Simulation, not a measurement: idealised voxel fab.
The name of this process module is voxel self aligned contacts.
The width of the displayed cross-section, cut, is 290 nm; its cells are square, with a size of 5 nm.
Notation: cross-section as square-cell grid; stated in bands, top first, going down; one or more cell rows per band.
This entry defines a band. It first specifies the height of the band's top and the height of its bottom in nm, and then specifies the band's materials from left to right, stating each material with its width in nm. The word "everywhere" identifies a single material that fills the band from edge to edge, while the word "empty" identifies empty space.
For the purposes of this specification, 0 denotes the height below which the wafer in its as-received condition is composed wholly of one material, and the lowermost band, lacking a lower limit, extends downward without end, as expressed in "0 -> down".
Quick explanation for "30..40": the width changes in equal steps down the rows of cells, from the first number in the band's top row to the second number in its bottom row.
No cell of the cross-section changed in a step that is given as "same as before".
The label "Enclosed internal cavities" introduces a list of the empty spaces, 8 cells or larger, that have no open way up to the top; each entry in it reads width x height at distance, where the distance is taken from the left edge and all three are stated in nm.
It should be noted that, on the line of a given step, the content following the step's settings is a remark produced by the simulator itself with respect to that step.
When a step includes a mask, the "overlay nm" setting on its line states how far to the right of its planned place that mask lay, and negative values state how far to the left.

**Process steps (planned)**
1) RECEIVE | material Si
2) CONFORMAL_DEP | material SiO2 | thk nm 5
3) DIRECTIONAL_DEP | material polySi | thk nm 30
4) DIRECTIONAL_DEP | material SiN | thk nm 15
5) DIRECTIONAL_DEP | material aC | thk nm 10
6) PATTERN | tone cover | mask id GATE | material resist | width nm 35 | pitch nm 70 | thk nm 25 | overlay nm 0
7) DIRECTIONAL_ETCH | etch materials aC | depth nm 10
8) STRIP | etch materials resist
9) DIRECTIONAL_ETCH | etch materials SiN | depth nm 15
10) DIRECTIONAL_ETCH | etch materials polySi | depth nm 30
11) STRIP | etch materials aC
12) CONFORMAL_DEP | material SiN | thk nm 5
13) DIRECTIONAL_ETCH | etch materials SiN | depth nm 5
14) FILL_DEP | material SiO2 | thk nm 15
15) CMP | height nm 60
16) PATTERN | tone open | mask id CONTACT | material resist | width nm 55 | thk nm 15 | overlay nm 0
17) DIRECTIONAL_ETCH | etch materials SiO2 | depth nm 60
18) STRIP | etch materials resist
19) CONFORMAL_DEP | material TiN | thk nm 5
20) FILL_DEP | material W | thk nm 10
21) CMP | height nm 60
22) CONFORMAL_DEP | material SiN | thk nm 5

**as received, after step 1**
0 -> down: Si everywhere
Enclosed internal cavities: none

**Module complete, cross-section. Starting point and plan per above. One mistake made in running the module**
65 -> 60: SiN everywhere
60 -> 40: SiO2 (85)  SiN (5)  polySi (35)  SiN (5)  TiN (5)  W (15)  TiN (5)  SiN (5)  polySi (35)  SiN (5)  SiO2 (90)
40 -> 35: SiO2 (85)  SiN (5)  polySi (35)  SiN (5)  TiN (25)  SiN (5)  polySi (35)  SiN (5)  SiO2 (90)
35 -> 5: polySi everywhere
5 -> 0: SiO2 everywhere
0 -> down: Si everywhere
Enclosed internal cavities: none
What broke from the plan during processing? step 3 of the plan was executed twice over
